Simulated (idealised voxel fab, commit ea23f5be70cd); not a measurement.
process module | voxel air gaps
Pictured: cross-section cut, 300 nm wide, on a grid of 5 nm square cells.
In what follows, cross-sections appear as grids of square cells, described through bands that run from the top down, where every band is one or more rows of cells. Heads up on the band format: heights come first, top then bottom, in nm. After that it's the materials left to right, each with its width in nm. A single material flagged "everywhere" fills the whole band edge to edge, and "blank" means there's empty space there. Below 0: as-received wafer, all one material; heights counted from there. Lowest band: no bottom, goes on down, written "0 and below". Per-row width for "30 to 40": begins at first number (top row of band), ends at second number (bottom row), increment between rows held constant. For the purposes of this document, the phrase "no modifications" attached to a step denotes that no cell within the cross-section was modified by that step. "Closed voids list" specifies each empty space that is not open to the top and that occupies no fewer than 8 cells, using the form width x height at distance, the distance measured from the left edge and all three quantities in nm. Anything after a step's settings on that line? It's the simulator's own note about the step. Regarding "overlay nm": on a step with a mask, it is the distance the mask lay to the right of its planned place; a negative value places it to the left.

**This section lists the process steps that were planned**
- 1: op RECEIVE | material Si
- 2: op CONFORMAL_DEP | material SiO2 | thk nm 10
- 3: op CONFORMAL_DEP | material SiN | thk nm 5
- 4: op DIRECTIONAL_DEP | material SiO2 | thk nm 35
- 5: op MASKED_ETCH | tone open | mask id LINES | width nm 15 | pitch nm 40 | etch materials SiO2 | depth nm 35 | overlay nm -15
- 6: op CONFORMAL_DEP | material TiN | thk nm 5
- 7: op FILL_DEP | material W | thk nm 10
- 8: op CMP | height nm 50
- 9: op EPI | material Ru | thk nm 10
- 10: op SELECTIVE_ETCH | etch materials SiO2 | depth nm 45
- 11: op CONFORMAL_DEP | material SiCN | thk nm 5
Wafers differ in overlay nm at step 5; plan lists the first wafer's value; identical starting state.

**As received, i.e. after step 1: cross-section through the first of several wafers**
0 and below  Si everywhere
Closed voids list: none

**Depicted here is the first of several wafers in cross-section, at module completion following the last step, step 11**
65 down to 60  blank 50 nm, then SiCN 165 nm, then blank 85 nm
60 down to 50  blank 50 nm, then SiCN 5 nm, then Ru 35 nm, then SiCN 5 nm, then Ru 35 nm, then SiCN 5 nm, then Ru 35 nm, then SiCN 5 nm, then Ru 35 nm, then SiCN 5 nm, then blank 85 nm
50 down to 45  blank 50 nm, then SiCN 15 nm, then TiN 5 nm, then W 5 nm, then TiN 5 nm, then SiCN 25 nm, then TiN 5 nm, then W 5 nm, then TiN 5 nm, then SiCN 25 nm, then TiN 5 nm, then W 5 nm, then TiN 5 nm, then SiCN 25 nm, then TiN 5 nm, then W 5 nm, then TiN 5 nm, then SiCN 15 nm, then blank 85 nm
45 down to 20  blank 60 nm, then SiCN 5 nm, then TiN 5 nm, then W 5 nm, then TiN 5 nm, then SiCN 5 nm, then blank 15 nm, then SiCN 5 nm, then TiN 5 nm, then W 5 nm, then TiN 5 nm, then SiCN 5 nm, then blank 15 nm, then SiCN 5 nm, then TiN 5 nm, then W 5 nm, then TiN 5 nm, then SiCN 5 nm, then blank 15 nm, then SiCN 5 nm, then TiN 5 nm, then W 5 nm, then TiN 5 nm, then SiCN 5 nm, then blank 95 nm
20 down to 15  SiCN 65 nm, then TiN 15 nm, then SiCN 25 nm, then TiN 15 nm, then SiCN 25 nm, then TiN 15 nm, then SiCN 25 nm, then TiN 15 nm, then SiCN 100 nm
15 down to 10  SiN everywhere
10 down to 0  SiO2 everywhere
0 and below  Si everywhere
Closed voids list: 15 x 25 at 85; 15 x 25 at 125; 15 x 25 at 165

**Last wafer, end of module, cross-section**
65 down to 60  blank 80 nm, then SiCN 165 nm, then blank 55 nm
60 down to 50  blank 80 nm, then SiCN 5 nm, then Ru 35 nm, then SiCN 5 nm, then Ru 35 nm, then SiCN 5 nm, then Ru 35 nm, then SiCN 5 nm, then Ru 35 nm, then SiCN 5 nm, then blank 55 nm
50 down to 45  blank 80 nm, then SiCN 15 nm, then TiN 5 nm, then W 5 nm, then TiN 5 nm, then SiCN 25 nm, then TiN 5 nm, then W 5 nm, then TiN 5 nm, then SiCN 25 nm, then TiN 5 nm, then W 5 nm, then TiN 5 nm, then SiCN 25 nm, then TiN 5 nm, then W 5 nm, then TiN 5 nm, then SiCN 15 nm, then blank 55 nm
45 down to 20  blank 90 nm, then SiCN 5 nm, then TiN 5 nm, then W 5 nm, then TiN 5 nm, then SiCN 5 nm, then blank 15 nm, then SiCN 5 nm, then TiN 5 nm, then W 5 nm, then TiN 5 nm, then SiCN 5 nm, then blank 15 nm, then SiCN 5 nm, then TiN 5 nm, then W 5 nm, then TiN 5 nm, then SiCN 5 nm, then blank 15 nm, then SiCN 5 nm, then TiN 5 nm, then W 5 nm, then TiN 5 nm, then SiCN 5 nm, then blank 65 nm
20 down to 15  SiCN 95 nm, then TiN 15 nm, then SiCN 25 nm, then TiN 15 nm, then SiCN 25 nm, then TiN 15 nm, then SiCN 25 nm, then TiN 15 nm, then SiCN 70 nm
15 down to 10  SiN everywhere
10 down to 0  SiO2 everywhere
0 and below  Si everywhere
Closed voids list: 15 x 25 at 115; 15 x 25 at 155; 15 x 25 at 195

**each wafer at the end: cells of each material gained (+) or lost (-) since it was received, then its closed voids**
overlay nm -15, +56 Ru, +152 SiCN, +60 SiN, +120 SiO2, +60 TiN, +24 W, Closed voids list: 15 x 25 at 85; 15 x 25 at 125; 15 x 25 at 165
overlay nm -10, +56 Ru, +152 SiCN, +60 SiN, +120 SiO2, +60 TiN, +24 W, Closed voids list: 15 x 25 at 90; 15 x 25 at 130; 15 x 25 at 170
overlay nm -5, +56 Ru, +152 SiCN, +60 SiN, +120 SiO2, +60 TiN, +24 W, Closed voids list: 15 x 25 at 95; 15 x 25 at 135; 15 x 25 at 175
overlay nm 0, +56 Ru, +152 SiCN, +60 SiN, +120 SiO2, +60 TiN, +24 W, Closed voids list: 15 x 25 at 100; 15 x 25 at 140; 15 x 25 at 180
overlay nm 5, +56 Ru, +152 SiCN, +60 SiN, +120 SiO2, +60 TiN, +24 W, Closed voids list: 15 x 25 at 105; 15 x 25 at 145; 15 x 25 at 185
overlay nm 10, +56 Ru, +152 SiCN, +60 SiN, +120 SiO2, +60 TiN, +24 W, Closed voids list: 15 x 25 at 110; 15 x 25 at 150; 15 x 25 at 190
overlay nm 15, +56 Ru, +152 SiCN, +60 SiN, +120 SiO2, +60 TiN, +24 W, Closed voids list: 15 x 25 at 115; 15 x 25 at 155; 15 x 25 at 195
